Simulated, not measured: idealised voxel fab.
Process module, titled voxel capacitor over wiring
195 nm wide, 5 nm square cells: that's cross-section cut.
Cross-sections here: square-cell grids, written as top-down lists of bands, a band being one or more rows of cells.
It is stipulated that each band's entry specify, in nanometres, the height of the top of the band and then that of its bottom, followed by the materials of the band in left-to-right sequence, each together with its width in nanometres. A single material marked by the word "everywhere" is understood to fill the band from edge to edge; the word "empty" is understood to denote empty space.
Convention: height 0 is the level below which the wafer, as received, is all one material. The lowest band does not terminate at the bottom but continues downward, represented as "0 nm and below".
So if you see something like "30..40" for the width, read it as the top row of the band sitting at the first number and the bottom row at the second, with every row in between moving by the same amount as the last.
Take "everything unchanged" at face value: in the step it is given for, the cross-section changed in none of its cells.
Reported under the label "Unvented internal voids" are the empty spaces having no open way to the top and comprising 8 cells or more; the notation for each is width x height at distance, in which the distance is measured from the left edge and all three values are in nm.
That trailing text on a step's line, after the settings, is the simulator's own remark on the step.
overlay nm: right-of-plan distance of the mask on a masked step; negative values mean left-of-plan.
These are the steps we planned for the process:
1) RECEIVE: material Si
2) CONFORMAL_DEP: material SiO2, thk nm 10
3) DIRECTIONAL_DEP: material TiN, thk nm 5
4) DIRECTIONAL_DEP: material W, thk nm 25
5) DIRECTIONAL_DEP: material aC, thk nm 15
6) PATTERN: tone cover, mask id METAL_1, material resist, width nm 30, pitch nm 85, thk nm 30, overlay nm 0
7) DIRECTIONAL_ETCH: etch materials aC, depth nm 15
8) STRIP: etch materials resist
9) DIRECTIONAL_ETCH: etch materials W, depth nm 25
10) DIRECTIONAL_ETCH: etch materials TiN, depth nm 5
11) STRIP: etch materials aC
12) FILL_DEP: material lowk, thk nm 10
13) CMP: height nm 40
14) CONFORMAL_DEP: material SiCN, thk nm 5
15) DIRECTIONAL_DEP: material lowk, thk nm 15
16) MASKED_ETCH: tone open, mask id PLUG_1, width nm 15, etch materials lowk, depth nm 15, overlay nm 0
17) MASKED_ETCH: tone open, mask id PLUG_1, width nm 15, etch materials SiCN, depth nm 5, overlay nm 0
18) EPI: material Ru, thk nm 10
19) EPI: material Ru, thk nm 10
20) DIRECTIONAL_DEP: material TiN, thk nm 10
21) DIRECTIONAL_DEP: material Al2O3, thk nm 5
22) DIRECTIONAL_DEP: material TiN, thk nm 10
23) MASKED_ETCH: tone cover, mask id UPPER_PLATE, width nm 60, etch materials TiN, depth nm 10, overlay nm 0
24) MASKED_ETCH: tone cover, mask id UPPER_PLATE, width nm 60, etch materials Al2O3, depth nm 5, overlay nm 0
25) DIRECTIONAL_DEP: material aC, thk nm 15
26) PATTERN: tone cover, mask id LOWER_PLATE, material resist, width nm 70, thk nm 30, overlay nm 0
27) DIRECTIONAL_ETCH: etch materials aC, depth nm 15
28) STRIP: etch materials resist
29) DIRECTIONAL_ETCH: etch materials TiN, depth nm 10
30) STRIP: etch materials aC
31) FILL_DEP: material SiO2, thk nm 20
32) CMP: height nm 100
33) PATTERN: tone open, mask id PLUG_2, material resist, width nm 15, thk nm 15, overlay nm 0
34) DIRECTIONAL_ETCH: etch materials SiO2, depth nm 15
35) STRIP: etch materials resist
36) CONFORMAL_DEP: material TiN, thk nm 5
37) FILL_DEP: material W, thk nm 5
38) CMP: height nm 100
39) CONFORMAL_DEP: material SiCN, thk nm 5
The following pertains to the first of two wafers, which was processed as planned:
Here's what the wafer looked like in cross-section when it arrived - that's after step 1:
- 0 nm and below: Si everywhere
- Unvented internal voids: none
Once step 2 is through, the wafer looks like this in cross-section:
- 10 nm to 0 nm: SiO2 everywhere
- Heights below 0 show no change.
Once step 3 is through, the wafer looks like this in cross-section:
- 15 nm to 10 nm: TiN everywhere
- Heights below 10 show no change.
Once step 4 is through, the wafer looks like this in cross-section:
- 40 nm to 15 nm: W everywhere
- Heights below 15 show no change.
Once step 5 is through, the wafer looks like this in cross-section:
- 55 nm to 40 nm: aC everywhere
- Heights below 40 show no change.
Once step 6 is through, the wafer looks like this in cross-section:
- 85 nm to 55 nm: empty: 40  resist: 30  empty: 55  resist: 30  empty: 40
- Heights below 55 show no change.
Once step 7 is through, the wafer looks like this in cross-section:
- 70 nm to 55 nm: empty: 40  resist: 30  empty: 55  resist: 30  empty: 40
- 55 nm to 40 nm: empty: 40  aC: 30  empty: 55  aC: 30  empty: 40
- Heights below 40 show no change.
Once step 8 is through, the wafer looks like this in cross-section:
- 55 nm to 40 nm: empty: 40  aC: 30  empty: 55  aC: 30  empty: 40
- Heights below 40 show no change.
Once step 9 is through, the wafer looks like this in cross-section:
- 55 nm to 40 nm: empty: 40  aC: 30  empty: 55  aC: 30  empty: 40
- 40 nm to 15 nm: empty: 40  W: 30  empty: 55  W: 30  empty: 40
- Heights below 15 show no change.
Once step 10 is through, the wafer looks like this in cross-section:
- 55 nm to 40 nm: empty: 40  aC: 30  empty: 55  aC: 30  empty: 40
- 40 nm to 15 nm: empty: 40  W: 30  empty: 55  W: 30  empty: 40
- 15 nm to 10 nm: empty: 40  TiN: 30  empty: 55  TiN: 30  empty: 40
- Heights below 10 show no change.
Once step 11 is through, the wafer looks like this in cross-section:
- 40 nm to 15 nm: empty: 40  W: 30  empty: 55  W: 30  empty: 40
- Heights below 15 show no change.
Once step 12 is through, the wafer looks like this in cross-section:
- 50 nm to 40 nm: lowk everywhere
- 40 nm to 15 nm: lowk: 40  W: 30  lowk: 55  W: 30  lowk: 40
- 15 nm to 10 nm: lowk: 40  TiN: 30  lowk: 55  TiN: 30  lowk: 40
- Heights below 10 show no change.
Once step 13 is through, the wafer looks like this in cross-section:
- 40 nm to 15 nm: lowk: 40  W: 30  lowk: 55  W: 30  lowk: 40
- Heights below 15 show no change.
Once step 14 is through, the wafer looks like this in cross-section:
- 45 nm to 40 nm: SiCN everywhere
- Heights below 40 show no change.
Once step 15 is through, the wafer looks like this in cross-section:
- 60 nm to 45 nm: lowk everywhere
- Heights below 45 show no change.
Once step 16 is through, the wafer looks like this in cross-section:
- 60 nm to 45 nm: lowk: 55  empty: 15  lowk: 125
- Heights below 45 show no change.
Once step 17 is through, the wafer looks like this in cross-section:
- 60 nm to 45 nm: lowk: 55  empty: 15  lowk: 125
- 45 nm to 40 nm: SiCN: 55  empty: 15  SiCN: 125
- Heights below 40 show no change.
Once step 18 is through, the wafer looks like this in cross-section:
- 60 nm to 50 nm: lowk: 55  empty: 15  lowk: 125
- 50 nm to 45 nm: lowk: 55  Ru: 15  lowk: 125
- 45 nm to 40 nm: SiCN: 55  Ru: 15  SiCN: 125
- Heights below 40 show no change.
Once step 19 is through, the wafer looks like this in cross-section:
- 60 nm to 45 nm: lowk: 55  Ru: 15  lowk: 125
- Heights below 45 show no change.
Once step 20 is through, the wafer looks like this in cross-section:
- 70 nm to 60 nm: TiN everywhere
- Heights below 60 show no change.
Once step 21 is through, the wafer looks like this in cross-section:
- 75 nm to 70 nm: Al2O3 everywhere
- Heights below 70 show no change.
Once step 22 is through, the wafer looks like this in cross-section:
- 85 nm to 75 nm: TiN everywhere
- Heights below 75 show no change.
Once step 23 is through, the wafer looks like this in cross-section:
- 85 nm to 75 nm: empty: 55  TiN: 60  empty: 80
- Heights below 75 show no change.
Once step 24 is through, the wafer looks like this in cross-section:
- 85 nm to 75 nm: empty: 55  TiN: 60  empty: 80
- 75 nm to 70 nm: empty: 55  Al2O3: 60  empty: 80
- Heights below 70 show no change.
Once step 25 is through, the wafer looks like this in cross-section:
- 100 nm to 85 nm: empty: 55  aC: 60  empty: 80
- 85 nm to 75 nm: aC: 55  TiN: 60  aC: 80
- 75 nm to 70 nm: aC: 55  Al2O3: 60  aC: 80
- Heights below 70 show no change.
Once step 26 is through, the wafer looks like this in cross-section:
- 130 nm to 100 nm: empty: 50  resist: 70  empty: 75
- 100 nm to 85 nm: empty: 50  resist: 5  aC: 60  resist: 5  empty: 75
- Heights below 85 show no change.
Once step 27 is through, the wafer looks like this in cross-section:
- 115 nm to 100 nm: empty: 50  resist: 70  empty: 75
- 100 nm to 85 nm: empty: 50  resist: 5  aC: 60  resist: 5  empty: 75
- 85 nm to 75 nm: empty: 50  aC: 5  TiN: 60  aC: 5  empty: 75
- 75 nm to 70 nm: empty: 50  aC: 5  Al2O3: 60  aC: 5  empty: 75
- Heights below 70 show no change.
Once step 28 is through, the wafer looks like this in cross-section:
- 100 nm to 85 nm: empty: 55  aC: 60  empty: 80
- Heights below 85 show no change.
Once step 29 is through, the wafer looks like this in cross-section:
- 100 nm to 85 nm: empty: 55  aC: 60  empty: 80
- 85 nm to 75 nm: empty: 50  aC: 5  TiN: 60  aC: 5  empty: 75
- 75 nm to 70 nm: empty: 50  aC: 5  Al2O3: 60  aC: 5  empty: 75
- 70 nm to 60 nm: empty: 50  TiN: 70  empty: 75
- Heights below 60 show no change.
Once step 30 is through, the wafer looks like this in cross-section:
- 85 nm to 75 nm: empty: 55  TiN: 60  empty: 80
- 75 nm to 70 nm: empty: 55  Al2O3: 60  empty: 80
- Heights below 70 show no change.
Once step 31 is through, the wafer looks like this in cross-section:
- 105 nm to 85 nm: SiO2 everywhere
- 85 nm to 75 nm: SiO2: 55  TiN: 60  SiO2: 80
- 75 nm to 70 nm: SiO2: 55  Al2O3: 60  SiO2: 80
- 70 nm to 60 nm: SiO2: 50  TiN: 70  SiO2: 75
- Heights below 60 show no change.
Once step 32 is through, the wafer looks like this in cross-section:
- 100 nm to 85 nm: SiO2 everywhere
- Heights below 85 show no change.
Once step 33 is through, the wafer looks like this in cross-section:
- 115 nm to 100 nm: resist: 65  empty: 15  resist: 115
- Heights below 100 show no change.
Once step 34 is through, the wafer looks like this in cross-section:
- 115 nm to 100 nm: resist: 65  empty: 15  resist: 115
- 100 nm to 85 nm: SiO2: 65  empty: 15  SiO2: 115
- Heights below 85 show no change.
Once step 35 is through, the wafer looks like this in cross-section:
- 100 nm to 85 nm: SiO2: 65  empty: 15  SiO2: 115
- Heights below 85 show no change.
Once step 36 is through, the wafer looks like this in cross-section:
- 105 nm to 100 nm: TiN: 70  empty: 5  TiN: 120
- 100 nm to 90 nm: SiO2: 65  TiN: 5  empty: 5  TiN: 5  SiO2: 115
- 90 nm to 85 nm: SiO2: 65  TiN: 15  SiO2: 115
- Heights below 85 show no change.
Once step 37 is through, the wafer looks like this in cross-section:
- 110 nm to 105 nm: W everywhere
- 105 nm to 100 nm: TiN: 70  W: 5  TiN: 120
- 100 nm to 90 nm: SiO2: 65  TiN: 5  W: 5  TiN: 5  SiO2: 115
- Heights below 90 show no change.
Once step 38 is through, the wafer looks like this in cross-section:
- 100 nm to 90 nm: SiO2: 65  TiN: 5  W: 5  TiN: 5  SiO2: 115
- Heights below 90 show no change.
Once step 39 is through, the wafer looks like this in cross-section:
- 105 nm to 100 nm: SiCN everywhere
- Heights below 100 show no change.
Okay, second wafer. Nothing different at the start, nothing different in the plan, just one mistake somewhere in the running. As far as step 20, counting that step, it's the first wafer all over again:
Cross-sectional representation of the second wafer at the time designated in the plan for the completion of step 21:
- 75 nm to 70 nm: Ru everywhere
- Heights below 70 show no change.
Cross-sectional representation of the second wafer at the time designated in the plan for the completion of step 22:
- 85 nm to 75 nm: TiN everywhere
- Heights below 75 show no change.
Cross-sectional representation of the second wafer at the time designated in the plan for the completion of step 23:
- 85 nm to 75 nm: empty: 55  TiN: 60  empty: 80
- Heights below 75 show no change.
Cross-sectional representation of the second wafer at the time designated in the plan for the completion of step 24: everything unchanged
Cross-sectional representation of the second wafer at the time designated in the plan for the completion of step 25:
- 100 nm to 90 nm: empty: 55  aC: 60  empty: 80
- 90 nm to 85 nm: aC everywhere
- 85 nm to 75 nm: aC: 55  TiN: 60  aC: 80
- Heights below 75 show no change.
Cross-sectional representation of the second wafer at the time designated in the plan for the completion of step 26:
- 130 nm to 100 nm: empty: 50  resist: 70  empty: 75
- 100 nm to 90 nm: empty: 50  resist: 5  aC: 60  resist: 5  empty: 75
- Heights below 90 show no change.
Cross-sectional representation of the second wafer at the time designated in the plan for the completion of step 27:
- 115 nm to 100 nm: empty: 50  resist: 70  empty: 75
- 100 nm to 90 nm: empty: 50  resist: 5  aC: 60  resist: 5  empty: 75
- 90 nm to 85 nm: empty: 50  aC: 70  empty: 75
- 85 nm to 75 nm: empty: 50  aC: 5  TiN: 60  aC: 5  empty: 75
- Heights below 75 show no change.
Cross-sectional representation of the second wafer at the time designated in the plan for the completion of step 28:
- 100 nm to 90 nm: empty: 55  aC: 60  empty: 80
- Heights below 90 show no change.
Cross-sectional representation of the second wafer at the time designated in the plan for the completion of step 29: everything unchanged
Cross-sectional representation of the second wafer at the time designated in the plan for the completion of step 30:
- 85 nm to 75 nm: empty: 55  TiN: 60  empty: 80
- Heights below 75 show no change.
Cross-sectional representation of the second wafer at the time designated in the plan for the completion of step 31:
- 105 nm to 85 nm: SiO2 everywhere
- 85 nm to 75 nm: SiO2: 55  TiN: 60  SiO2: 80
- Heights below 75 show no change.
Cross-sectional representation of the second wafer at the time designated in the plan for the completion of step 32:
- 100 nm to 85 nm: SiO2 everywhere
- Heights below 85 show no change.
Cross-sectional representation of the second wafer at the time designated in the plan for the completion of step 33:
- 115 nm to 100 nm: resist: 65  empty: 15  resist: 115
- Heights below 100 show no change.
Cross-sectional representation of the second wafer at the time designated in the plan for the completion of step 34:
- 115 nm to 100 nm: resist: 65  empty: 15  resist: 115
- 100 nm to 85 nm: SiO2: 65  empty: 15  SiO2: 115
- Heights below 85 show no change.
Cross-sectional representation of the second wafer at the time designated in the plan for the completion of step 35:
- 100 nm to 85 nm: SiO2: 65  empty: 15  SiO2: 115
- Heights below 85 show no change.
Cross-sectional representation of the second wafer at the time designated in the plan for the completion of step 36:
- 105 nm to 100 nm: TiN: 70  empty: 5  TiN: 120
- 100 nm to 90 nm: SiO2: 65  TiN: 5  empty: 5  TiN: 5  SiO2: 115
- 90 nm to 85 nm: SiO2: 65  TiN: 15  SiO2: 115
- Heights below 85 show no change.
Cross-sectional representation of the second wafer at the time designated in the plan for the completion of step 37:
- 110 nm to 105 nm: W everywhere
- 105 nm to 100 nm: TiN: 70  W: 5  TiN: 120
- 100 nm to 90 nm: SiO2: 65  TiN: 5  W: 5  TiN: 5  SiO2: 115
- Heights below 90 show no change.
Cross-sectional representation of the second wafer at the time designated in the plan for the completion of step 38:
- 100 nm to 90 nm: SiO2: 65  TiN: 5  W: 5  TiN: 5  SiO2: 115
- Heights below 90 show no change.
Cross-sectional representation of the second wafer at the time designated in the plan for the completion of step 39:
- 105 nm to 100 nm: SiCN everywhere
- Heights below 100 show no change.
What was the processing mistake? planned and actual differ for step 21; actual: DIRECTIONAL_DEP: material Ru, thk nm 5
Final comparison by cell count, materials where the second wafer has more or fewer than the first: 12 fewer of Al2O3 | 39 more of Ru | 77 fewer of SiO2 | 50 more of TiN
